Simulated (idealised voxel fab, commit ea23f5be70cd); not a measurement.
Title: Process Module voxel gate over fins
Square cell edge 5 nm, section width 210 nm, ID cut.
Reading order for cross-sections: top band down to bottom band. Underlying form: a grid of square cells. Band size: one or more rows of cells. Band: top and bottom heights (nm) first, top before bottom; then materials from left to right, widths in nm. "all across" marks a sole material filling the band edge to edge. "blank" denotes empty space. Height datum 0, below which the as-received substrate wafer is one material. Lowest band open at the bottom, running downward: "0 down". Note: "30 to 40" means the width goes from the first number (top row of the band) to the second number (bottom row) in equal steps per row of cells. A step reported as "nothing got changed" is a step in which no cell of the cross-section changed. Enclosed voids (no open way to top), threshold 8 cells or more, entry "Enclosed empty spaces", notation width x height at distance, distance from left edge, nm. Where a step's line continues beyond its settings, the continuation is a remark by the simulator itself on that step. If you see "overlay nm" on a step's line and that step has a mask, it's telling you how far right of where it was planned the mask ended up; a negative number means it went left instead.
-- Planned step list for the process
1) RECEIVE | material Si
2) CONFORMAL_DEP | material SiN | thk nm 10
3) MASKED_ETCH | tone cover | mask id FINS | width nm 15 | pitch nm 35 | etch materials SiN | depth nm 10 | overlay nm 0
4) MASKED_ETCH | tone cover | mask id FINS | width nm 15 | pitch nm 35 | etch materials Si | depth nm 40 | overlay nm -15
5) OXIDIZE | depth nm 5
6) FILL_DEP | material SiO2 | thk nm 10
7) CMP | height nm 10
8) SELECTIVE_ETCH | etch materials SiO2 | depth nm 20
9) STRIP | etch materials SiN
10) CONFORMAL_DEP | material HfO2 | thk nm 5
11) CONFORMAL_DEP | material TiN | thk nm 5
12) FILL_DEP | material W | thk nm 10
13) CMP | height nm 15
14) CONFORMAL_DEP | material SiCN | thk nm 10
Be aware that, although all wafers share a common starting state, the overlay nm at step 4 differs among them, and the plan displays the first wafer's value.
-- Cross-section of the first of several wafers on receipt, reflecting completion of step 1
- 0 down: Si all across
- Enclosed empty spaces: none
-- The table below has one row for each wafer; a row shows, as of the end of the module, how many cells of each material the wafer has gained, marked (+), or lost, marked (-), since it was received, and then the wafer's closed voids
overlay nm -15 | +50 HfO2 | -312 Si | +84 SiCN | +238 SiO2 | +49 TiN | +101 W | Enclosed empty spaces: none
overlay nm -10 | +50 HfO2 | -328 Si | +84 SiCN | +252 SiO2 | +50 TiN | +102 W | Enclosed empty spaces: none
overlay nm -5 | +50 HfO2 | -344 Si | +84 SiCN | +266 SiO2 | +50 TiN | +104 W | Enclosed empty spaces: none
overlay nm 0 | +50 HfO2 | -360 Si | +84 SiCN | +280 SiO2 | +50 TiN | +106 W | Enclosed empty spaces: none
overlay nm 5 | +50 HfO2 | -344 Si | +84 SiCN | +266 SiO2 | +50 TiN | +104 W | Enclosed empty spaces: none
overlay nm 10 | +50 HfO2 | -328 Si | +84 SiCN | +252 SiO2 | +50 TiN | +102 W | Enclosed empty spaces: none
overlay nm 15 | +50 HfO2 | -312 Si | +84 SiCN | +238 SiO2 | +49 TiN | +101 W | Enclosed empty spaces: none
